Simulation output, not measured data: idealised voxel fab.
You're looking at the process module voxel gate over fins.
Cross-sectional view cut (width: 265 nm; square cell size: 5 nm).
Cross-section format: a grid of square cells, given as bands from top to bottom; each band is one or more rows of cells. The entry gives the band's vertical extent as a top height and a bottom height in nm, then its horizontal make-up as materials from left to right, each with a width in nm. "air" stands for empty space; a single material marked "all across" fills the band edge to edge. Measure heights from 0. That's the level where, below it, the as-received wafer is all one material. The lowest band is bottomless and extends downward; write it as in "top 0, no bottom". A width such as "30->40" changes by the same amount from each row of cells to the next, from the band's top row to its bottom row. When a step is marked "no modifications", none of the cells in the cross-section changed during that step. Empty spaces counting at least 8 cells and having no open way to the top are listed in "Unvented internal voids". The notation width x height at distance is used for each, the distance being from the left edge and all three values in nm. Heads up: the bit after the settings on a step's line is the simulator's remark on that step. What "overlay nm" on a step's line means: if the step has a mask, that mask lay this far to the right of its planned place, or, when the value is negative, to the left.
### So here's the lineup of process steps we planned
1. RECEIVE, material Si
2. CONFORMAL_DEP, material SiN, thk nm 5
3. DIRECTIONAL_DEP, material aC, thk nm 10
4. PATTERN, tone cover, mask id FINS, material resist, width nm 15, pitch nm 40, thk nm 30, overlay nm 0
5. DIRECTIONAL_ETCH, etch materials aC, depth nm 10
6. STRIP, etch materials resist
7. DIRECTIONAL_ETCH, etch materials SiN, depth nm 5
8. DIRECTIONAL_ETCH, etch materials Si, depth nm 30
9. STRIP, etch materials aC
10. OXIDIZE, depth nm 5
11. FILL_DEP, material SiO2, thk nm 15
12. CMP, height nm 5
13. SELECTIVE_ETCH, etch materials SiO2, depth nm 20
14. STRIP, etch materials SiN
15. CONFORMAL_DEP, material HfO2, thk nm 5
16. CONFORMAL_DEP, material TiN, thk nm 5
17. FILL_DEP, material W, thk nm 15
18. CMP, height nm 20
19. CONFORMAL_DEP, material SiN, thk nm 10
Keep in mind the plan's value for the thk nm of step 15 comes from the first wafer; the wafers don't share that setting, but they do share the same starting point.
### As received, i.e. after step 1: cross-section through the first of several wafers
    top 0, no bottom  Si all across
    Unvented internal voids: none
### each wafer at the end: cells of each material gained (+) or lost (-) since it was received, then its closed voids
thk nm 5; +65 HfO2; -357 Si; +106 SiN; +204 SiO2; +65 TiN; +235 W; Unvented internal voids: none
thk nm 10; +130 HfO2; -357 Si; +106 SiN; +204 SiO2; +65 TiN; +170 W; Unvented internal voids: none
thk nm 15; +195 HfO2; -357 Si; +106 SiN; +204 SiO2; +62 TiN; +108 W; Unvented internal voids: none
thk nm 20; +257 HfO2; -357 Si; +106 SiN; +204 SiO2; +40 TiN; +68 W; Unvented internal voids: none
